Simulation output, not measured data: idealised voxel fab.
The following process module bears the name voxel gate over fins.
Pictured: cross-section cut, 190 nm wide, on a grid of 5 nm square cells.
Just so we're on the same page, the cross-sections are grids of square cells, and they're listed out in bands top to bottom, each band one or more rows deep. Heads up on the band format: heights come first, top then bottom, in nm. After that it's the materials left to right, each with its width in nm. A single material flagged "throughout" fills the whole band edge to edge, and "blank" means there's empty space there. The level at which height equals 0 is the one under which the wafer, as it arrives, is entirely one material. No lower edge exists for the bottom band, which continues downward and is notated as in "0..down". Width spec "30 to 40" -> top row of cells at first value, bottom row at second value, equal per-row change in between. It should be understood that the words "same as before", when stated for a given step, signify that the cross-section underwent no change in any of its cells during that step. "Cavities, sealed": empty spaces of 8 cells or more with no open way to the top, each given as width x height at distance, distance from the left edge, all in nm. Past the settings on a step's line: simulator remark, on that step. overlay nm, on a step with a mask: how far to the right of its planned place the mask lay; to the left if negative.
-- Process steps (planned)
1: RECEIVE with material Si
2: CONFORMAL_DEP with material SiN, thk nm 10
3: DIRECTIONAL_DEP with material aC, thk nm 15
4: PATTERN with tone cover, mask id FINS, material resist, width nm 15, pitch nm 40, thk nm 30, overlay nm 0
5: DIRECTIONAL_ETCH with etch materials aC, depth nm 15
6: STRIP with etch materials resist
7: DIRECTIONAL_ETCH with etch materials SiN, depth nm 10
8: DIRECTIONAL_ETCH with etch materials Si, depth nm 30
9: STRIP with etch materials aC
10: FILL_DEP with material SiO2, thk nm 10
11: CMP with height nm 10
12: SELECTIVE_ETCH with etch materials SiO2, depth nm 25
13: STRIP with etch materials SiN
14: CONFORMAL_DEP with material HfO2, thk nm 5
15: CONFORMAL_DEP with material TiN, thk nm 5
16: CONFORMAL_DEP with material TiAl, thk nm 5
17: CONFORMAL_DEP with material TiN, thk nm 5
18: FILL_DEP with material W, thk nm 10
19: CMP with height nm 25
20: CONFORMAL_DEP with material SiCN, thk nm 5
-- Delivered wafer in cross-section: state after step 1
    0..down  Si throughout
    Cavities, sealed: none
-- First of two wafers: cross-section at end of module, run per plan
    30..25  SiCN throughout
    25..20  W throughout
    20..15  W: 25, then TiN: 135, then W: 30
    15..10  W: 25, then TiN: 5, then TiAl: 125, then TiN: 5, then W: 30
    10..5  W: 25, then TiN: 5, then TiAl: 5, then TiN: 35, then TiAl: 5, then TiN: 35, then TiAl: 5, then TiN: 35, then TiAl: 5, then TiN: 5, then W: 30
    5..0  TiN: 30, then TiAl: 5, then TiN: 5, then HfO2: 25, then TiN: 5, then TiAl: 5, then TiN: 5, then HfO2: 25, then TiN: 5, then TiAl: 5, then TiN: 5, then HfO2: 25, then TiN: 5, then TiAl: 5, then TiN: 35
    0..-5  TiAl: 35, then TiN: 5, then HfO2: 5, then Si: 15, then HfO2: 5, then TiN: 5, then TiAl: 5, then TiN: 5, then HfO2: 5, then Si: 15, then HfO2: 5, then TiN: 5, then TiAl: 5, then TiN: 5, then HfO2: 5, then Si: 15, then HfO2: 5, then TiN: 5, then TiAl: 40
    -5..-10  TiN: 40, then HfO2: 5, then Si: 15, then HfO2: 5, then TiN: 15, then HfO2: 5, then Si: 15, then HfO2: 5, then TiN: 15, then HfO2: 5, then Si: 15, then HfO2: 5, then TiN: 45
    -10..-15  HfO2: 45, then Si: 15, then HfO2: 25, then Si: 15, then HfO2: 25, then Si: 15, then HfO2: 50
    -15..-30  SiO2: 45, then Si: 15, then SiO2: 25, then Si: 15, then SiO2: 25, then Si: 15, then SiO2: 50
    -30..down  Si throughout
    Cavities, sealed: none
-- This cross-section belongs to the second wafer of two at the end of the module; the start and the plan were shared with the first, and the run included one mistake
    30..25  SiCN throughout
    25..20  TiAl throughout
    20..15  TiN throughout
    15..5  HfO2: 50, then TiN: 5, then HfO2: 35, then TiN: 5, then HfO2: 35, then TiN: 5, then HfO2: 55
    5..0  HfO2 throughout
    0..-30  HfO2: 45, then Si: 15, then HfO2: 25, then Si: 15, then HfO2: 25, then Si: 15, then HfO2: 50
    -30..down  Si throughout
    Cavities, sealed: none
Short version of what went wrong: step 10, actual vs plan mismatch, actual run FILL_DEP with material HfO2, thk nm 10
The final cell counts differ between the wafers, with the second having more or fewer of some materials than the first: HfO2 +226 | SiO2 -87 | TiAl -12 | TiN -56 | W -71
